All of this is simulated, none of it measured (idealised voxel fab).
The name of this process module is voxel self aligned vias.
We display cut, a cross-section 250 nm in width whose square cells are each 5 nm.
This document writes a cross-section as a grid whose cells are square, and gives it as bands, listed from the top down; one or more rows of cells form a band.
In this notation a band is specified by the heights of its top and bottom, in that order and in nm, after which its materials appear from left to right, each paired with its width in nm. The word "all across" attached to a single material means that material fills the band from edge to edge; the word "air" stands for empty space.
Height is counted from the level 0, under which the received wafer is composed throughout of one material. The lowest of the bands is not closed at the bottom but continues downward, in the notation "0..down".
Think of "30 to 40" as a width that walks from the first number to the second as you go down the band, top row to bottom row, taking equal-sized steps from row to row.
The cross-section has no changed cell in any step marked "stayed the same".
"Closed internal voids" specifies each empty space that is not open to the top and that occupies no fewer than 8 cells, using the form width x height at distance, the distance measured from the left edge and all three quantities in nm.
What comes after the settings on a step's line is commentary from the simulator itself on that step.
A step's line can hold "overlay nm"; with a mask on that step, the setting says how far right of the planned place the mask lay, while a negative setting says it lay to the left.
The planned process steps are enumerated hereunder:
1: RECEIVE (material Si)
2: CONFORMAL_DEP (material SiO2; thk nm 15)
3: CONFORMAL_DEP (material SiCN; thk nm 5)
4: DIRECTIONAL_DEP (material SiO2; thk nm 30)
5: PATTERN (tone open; mask id LINES; material resist; width nm 30; pitch nm 65; thk nm 15; overlay nm 0)
6: DIRECTIONAL_ETCH (etch materials SiO2; depth nm 30)
7: STRIP (etch materials resist)
8: CONFORMAL_DEP (material TiN; thk nm 5)
9: FILL_DEP (material Ru; thk nm 5)
10: CMP (height nm 50)
11: SELECTIVE_ETCH (etch materials W Ru TiN; depth nm 5)
12: FILL_DEP (material SiN; thk nm 10)
13: CMP (height nm 50)
14: DIRECTIONAL_DEP (material SiO2; thk nm 15)
15: MASKED_ETCH (tone open; mask id VIAS; width nm 50; pitch nm 65; etch materials SiO2; depth nm 15; overlay nm 0)
16: MASKED_ETCH (tone open; mask id VIAS; width nm 50; pitch nm 65; etch materials SiN; depth nm 5; overlay nm 0)
17: CONFORMAL_DEP (material TiN; thk nm 5)
18: FILL_DEP (material W; thk nm 10)
19: CMP (height nm 65)
20: CONFORMAL_DEP (material SiN; thk nm 5)
Cross-section of the incoming wafer, state after step 1:
  0..down = Si all across
  Closed internal voids: none
Cross-sectional image of the first of two wafers at the end of the module, the run having proceeded as planned:
  70..65 = SiN all across
  65..55 = SiO2: 65; TiN: 5; W: 40; TiN: 5; SiO2: 15; TiN: 5; W: 40; TiN: 5; SiO2: 70
  55..50 = SiO2: 65; TiN: 15; W: 20; TiN: 15; SiO2: 15; TiN: 15; W: 20; TiN: 15; SiO2: 70
  50..45 = SiO2: 75; TiN: 30; SiO2: 35; TiN: 30; SiO2: 80
  45..25 = SiO2: 75; TiN: 5; Ru: 20; TiN: 5; SiO2: 35; TiN: 5; Ru: 20; TiN: 5; SiO2: 80
  25..20 = SiO2: 75; TiN: 30; SiO2: 35; TiN: 30; SiO2: 80
  20..15 = SiCN all across
  15..0 = SiO2 all across
  0..down = Si all across
  Closed internal voids: none
Module end: cross-section of wafer two of two. Same start and process plan as the first wafer. One mistake during execution:
  70..65 = SiN all across
  65..55 = SiO2: 65; TiN: 5; W: 40; TiN: 5; SiO2: 15; TiN: 5; W: 40; TiN: 5; SiO2: 70
  55..50 = SiO2: 65; TiN: 50; SiO2: 15; TiN: 50; SiO2: 70
  50..45 = SiN: 65; TiN: 10; SiO2: 30; TiN: 10; SiN: 15; TiN: 10; SiO2: 30; TiN: 10; SiN: 70
  45..25 = Ru: 70; TiN: 5; SiO2: 30; TiN: 5; Ru: 25; TiN: 5; SiO2: 30; TiN: 5; Ru: 75
  25..20 = TiN: 75; SiO2: 30; TiN: 35; SiO2: 30; TiN: 80
  20..15 = SiCN all across
  15..0 = SiO2 all across
  0..down = Si all across
  Closed internal voids: none
Error vs. plan: in deviation from the planned setting, step 5 was conducted as PATTERN (tone cover; mask id LINES; material resist; width nm 30; pitch nm 65; thk nm 15; overlay nm 0)
Final tally in cells, some materials are higher or lower on the second wafer than on the first: 104 more of Ru, 30 more of SiN, 156 fewer of SiO2, 30 more of TiN, 8 fewer of W
